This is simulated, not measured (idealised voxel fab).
process module | voxel local oxidation
cross-section cut | 205 nm wide | cells 5 nm
A cross-section is a grid of square cells, given in bands from the top down. A band is one or more rows of cells.
Each band's line starts with the height of the band's top and of its bottom, in nm. Then come its materials from left to right, each with its width in nm. One material with "throughout" fills the band from edge to edge. "air" is empty space.
Height 0 is the level under which the wafer as received is all one material. The lowest band goes on downwards, as in "0 down".
A width such as "30 to 40" changes by the same amount from each row of cells to the next, from the band's top row to its bottom row.
"no change" after a step means that no cell of the cross-section changed.
closed voids: empty space of 8 cells or more with no open way to the top, each as width x height at its distance from the left edge, in nm
after a step's settings: what the simulator itself notes on the step
overlay nm, on a step with a mask: how far to the right of its planned place the mask lay; to the left if negative
plan
1 op RECEIVE | material Si
2 op OXIDIZE | depth nm 5
3 op CONFORMAL_DEP | material SiN | thk nm 15
4 op DIRECTIONAL_DEP | material aC | thk nm 10
5 op PATTERN | tone cover | mask id ACTIVE | material resist | width nm 130 | thk nm 30 | overlay nm 0
6 op DIRECTIONAL_ETCH | etch materials aC | depth nm 10
7 op STRIP | etch materials resist
8 op DIRECTIONAL_ETCH | etch materials SiN | depth nm 15
9 op STRIP | etch materials aC
10 op SELECTIVE_ETCH | etch materials SiO2 | depth nm 5
11 op OXIDIZE | depth nm 10
12 op STRIP | etch materials SiN
as received, after step 1
  0 down: Si throughout
  closed voids: none
a wafer at the end: this start, this plan, one mistake
  0 to -5: air 30 | SiO2 120 | air 55
  -5 to -15: SiO2 40 | Si 100 | SiO2 65
  -15 down: Si throughout
  closed voids: none
what went wrong: step 5 ran as: op PATTERN | tone cover | mask id ACTIVE | material resist | width nm 130 | thk nm 30 | overlay nm -10
